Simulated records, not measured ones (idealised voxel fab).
Process module in this document: voxel released beams
The cross-section shown here is cut; it is 240 nm wide and divided into square cells measuring 5 nm on a side.
Cross-section spec: square-cell grid; bands listed top down; each band is one or more rows. A band entry consists of two parts. The first gives the height of the band's top and the height of its bottom, in nm. The rest lists the band's materials from left to right, each with its width in nm. A single material labelled with the word "throughout" fills the band from edge to edge, and the word "blank" marks empty space. Zero point of the height axis is 0; under it, received wafer = one material. Lowest band: continues down indefinitely, "z 0 and below". Width spec "30..40" -> top row of cells at first value, bottom row at second value, equal per-row change in between. "nothing altered" for a step: no cell of the cross-section changed in that step. Listed in "Closed void table": every empty space of 8 or more cells without an open way to the top. Form: width x height at distance, the distance being from the left edge, all in nm. Past the settings on a step's line: simulator remark, on that step. overlay nm: where the mask lay relative to plan, measured to the right, on steps with a mask; negatives go left.

Listed below are the process steps as planned
step 1: RECEIVE [material Si]
step 2: CONFORMAL_DEP [material SiN] [thk nm 5]
step 3: DIRECTIONAL_DEP [material SiO2] [thk nm 20]
step 4: DIRECTIONAL_DEP [material aC] [thk nm 10]
step 5: PATTERN [tone open] [mask id ANCHOR] [material resist] [width nm 40] [thk nm 25] [overlay nm 0]
step 6: DIRECTIONAL_ETCH [etch materials aC] [depth nm 10]
step 7: STRIP [etch materials resist]
step 8: DIRECTIONAL_ETCH [etch materials SiO2] [depth nm 20]
step 9: STRIP [etch materials aC]
step 10: CONFORMAL_DEP [material polySi] [thk nm 15]
step 11: DIRECTIONAL_DEP [material aC] [thk nm 10]
step 12: PATTERN [tone cover] [mask id BEAM] [material resist] [width nm 90] [thk nm 30] [overlay nm 0]
step 13: DIRECTIONAL_ETCH [etch materials aC] [depth nm 10]
step 14: STRIP [etch materials resist]
step 15: DIRECTIONAL_ETCH [etch materials polySi] [depth nm 15]
step 16: STRIP [etch materials aC]
step 17: STRIP [etch materials SiO2]

Shown in cross-section is the wafer as received, that is, as it stands after step 1
- z 0 and below | Si throughout
- Closed void table: none

First wafer of two, sectioned at end of module; run went per plan
- z 40 to 25 | blank 70 nm / polySi 20 nm / blank 10 nm / polySi 60 nm / blank 80 nm
- z 25 to 20 | blank 75 nm / polySi 15 nm / blank 10 nm / polySi 15 nm / blank 125 nm
- z 20 to 5 | blank 75 nm / polySi 40 nm / blank 125 nm
- z 5 to 0 | SiN throughout
- z 0 and below | Si throughout
- Closed void table: none

Wafer two (of two), end-of-module cross-section: start = wafer one, plan = wafer one, one run mistake
- z 55 to 40 | blank 70 nm / polySi 90 nm / blank 80 nm
- z 40 to 25 | polySi throughout
- z 25 to 5 | SiO2 75 nm / polySi 40 nm / SiO2 125 nm
- z 5 to 0 | SiN throughout
- z 0 and below | Si throughout
- Closed void table: none
Short version of what went wrong: plan step 10 was twice executed
Upon completion, the second wafer contains, in terms of cells, a greater or smaller amount of certain materials than the first wafer: +160 SiO2; +152 polySi
